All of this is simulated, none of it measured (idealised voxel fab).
The document below concerns the process module designated voxel trench capacitor.
The cross-section on display is named cut; it measures 245 nm wide, and its cells are 5 nm squares.
Cross-sections here: square-cell grids, written as top-down lists of bands, a band being one or more rows of cells. Each band's line starts with the height of the band's top and of its bottom, in nm. Then come its materials from left to right, each with its width in nm. One material with "edge to edge" fills the band from edge to edge. "blank" is empty space. We count height from 0. Below that, the starting wafer is all one material. The lowest band never ends at the bottom but goes on down; see "top 0, no bottom" for how that is written. Per-row width for "30->40": begins at first number (top row of band), ends at second number (bottom row), increment between rows held constant. A step reported as "all unchanged" is a step in which no cell of the cross-section changed. Voids not open to the top, 8 cells minimum: see "Enclosed cavity list". Written width x height at distance; distance is from the left edge; nm. Past the settings on a step's line: simulator remark, on that step. "overlay nm", when on a step's line for a step with a mask, measures how far to the right of its planned place the mask lay; a negative measure means to the left.
HERE'S WHAT THE PLANNED PROCESS STEPS LOOK LIKE
- 1: op RECEIVE | material Si
- 2: op CONFORMAL_DEP | material SiN | thk nm 10
- 3: op MASKED_ETCH | tone open | mask id TRENCH | width nm 20 | pitch nm 40 | etch materials SiN | depth nm 10 | overlay nm 0
- 4: op MASKED_ETCH | tone open | mask id TRENCH | width nm 20 | pitch nm 40 | etch materials Si | depth nm 30 | overlay nm 0
- 5: op CONFORMAL_DEP | material SiO2 | thk nm 5
- 6: op FILL_DEP | material polySi | thk nm 10
- 7: op CMP | height nm 10
FIRST OUT OF TWO WAFERS; RUN WENT TO PLAN
CROSS-SECTION OF THE WAFER AT RECEIPT, WHICH IS THE CONDITION AFTER STEP 1
top 0, no bottom: Si edge to edge
Enclosed cavity list: none
CROSS-SECTION THROUGH THE WAFER, STEP 2 FINISHED
top 10, bottom 0: SiN edge to edge
Below 0 it's all the same as before, nothing changed down there.
CROSS-SECTION THROUGH THE WAFER, STEP 3 FINISHED
top 10, bottom 0: 90 nm SiN  20 nm blank  20 nm SiN  20 nm blank  95 nm SiN
Below 0 it's all the same as before, nothing changed down there.
CROSS-SECTION THROUGH THE WAFER, STEP 4 FINISHED
top 10, bottom 0: 90 nm SiN  20 nm blank  20 nm SiN  20 nm blank  95 nm SiN
top 0, bottom -30: 90 nm Si  20 nm blank  20 nm Si  20 nm blank  95 nm Si
Below -30 it's all the same as before, nothing changed down there.
CROSS-SECTION THROUGH THE WAFER, STEP 5 FINISHED
top 15, bottom 10: 95 nm SiO2  10 nm blank  30 nm SiO2  10 nm blank  100 nm SiO2
top 10, bottom 0: 90 nm SiN  5 nm SiO2  10 nm blank  5 nm SiO2  20 nm SiN  5 nm SiO2  10 nm blank  5 nm SiO2  95 nm SiN
top 0, bottom -25: 90 nm Si  5 nm SiO2  10 nm blank  5 nm SiO2  20 nm Si  5 nm SiO2  10 nm blank  5 nm SiO2  95 nm Si
top -25, bottom -30: 90 nm Si  20 nm SiO2  20 nm Si  20 nm SiO2  95 nm Si
Below -30 it's all the same as before, nothing changed down there.
CROSS-SECTION THROUGH THE WAFER, STEP 6 FINISHED
top 25, bottom 15: polySi edge to edge
top 15, bottom 10: 95 nm SiO2  10 nm polySi  30 nm SiO2  10 nm polySi  100 nm SiO2
top 10, bottom 0: 90 nm SiN  5 nm SiO2  10 nm polySi  5 nm SiO2  20 nm SiN  5 nm SiO2  10 nm polySi  5 nm SiO2  95 nm SiN
top 0, bottom -25: 90 nm Si  5 nm SiO2  10 nm polySi  5 nm SiO2  20 nm Si  5 nm SiO2  10 nm polySi  5 nm SiO2  95 nm Si
Below -25 it's all the same as before, nothing changed down there.
CROSS-SECTION THROUGH THE WAFER, STEP 7 FINISHED
top 10, bottom 0: 90 nm SiN  5 nm SiO2  10 nm polySi  5 nm SiO2  20 nm SiN  5 nm SiO2  10 nm polySi  5 nm SiO2  95 nm SiN
Below 0 it's all the same as before, nothing changed down there.
SECOND WAFER. START AND PLAN AS FOR THE FIRST. ONE MISTAKE MADE IN RUNNING. AGREES WITH THE FIRST UP TO AND INCLUDING STEP 3
SECOND WAFER PROFILE IN SECTION, AT THE MOMENT STEP 4 OF THE PLAN WAS MEANT TO BE COMPLETE
top 10, bottom 0: 90 nm SiN  20 nm blank  20 nm SiN  20 nm blank  95 nm SiN
top 0, bottom -60: 90 nm Si  20 nm blank  20 nm Si  20 nm blank  95 nm Si
Below -60 it's all the same as before, nothing changed down there.
SECOND WAFER PROFILE IN SECTION, AT THE MOMENT STEP 5 OF THE PLAN WAS MEANT TO BE COMPLETE
top 15, bottom 10: 95 nm SiO2  10 nm blank  30 nm SiO2  10 nm blank  100 nm SiO2
top 10, bottom 0: 90 nm SiN  5 nm SiO2  10 nm blank  5 nm SiO2  20 nm SiN  5 nm SiO2  10 nm blank  5 nm SiO2  95 nm SiN
top 0, bottom -55: 90 nm Si  5 nm SiO2  10 nm blank  5 nm SiO2  20 nm Si  5 nm SiO2  10 nm blank  5 nm SiO2  95 nm Si
top -55, bottom -60: 90 nm Si  20 nm SiO2  20 nm Si  20 nm SiO2  95 nm Si
Below -60 it's all the same as before, nothing changed down there.
SECOND WAFER PROFILE IN SECTION, AT THE MOMENT STEP 6 OF THE PLAN WAS MEANT TO BE COMPLETE
top 25, bottom 15: polySi edge to edge
top 15, bottom 10: 95 nm SiO2  10 nm polySi  30 nm SiO2  10 nm polySi  100 nm SiO2
top 10, bottom 0: 90 nm SiN  5 nm SiO2  10 nm polySi  5 nm SiO2  20 nm SiN  5 nm SiO2  10 nm polySi  5 nm SiO2  95 nm SiN
top 0, bottom -55: 90 nm Si  5 nm SiO2  10 nm polySi  5 nm SiO2  20 nm Si  5 nm SiO2  10 nm polySi  5 nm SiO2  95 nm Si
Below -55 it's all the same as before, nothing changed down there.
SECOND WAFER PROFILE IN SECTION, AT THE MOMENT STEP 7 OF THE PLAN WAS MEANT TO BE COMPLETE
top 10, bottom 0: 90 nm SiN  5 nm SiO2  10 nm polySi  5 nm SiO2  20 nm SiN  5 nm SiO2  10 nm polySi  5 nm SiO2  95 nm SiN
Below 0 it's all the same as before, nothing changed down there.
What was done differently from what was planned? it should be noted that step 4 of the plan was executed twice
Bottom line after processing is that, in cells, the second wafer is up or down on some materials versus the first: 48 fewer of Si, 24 more of SiO2, 24 more of polySi
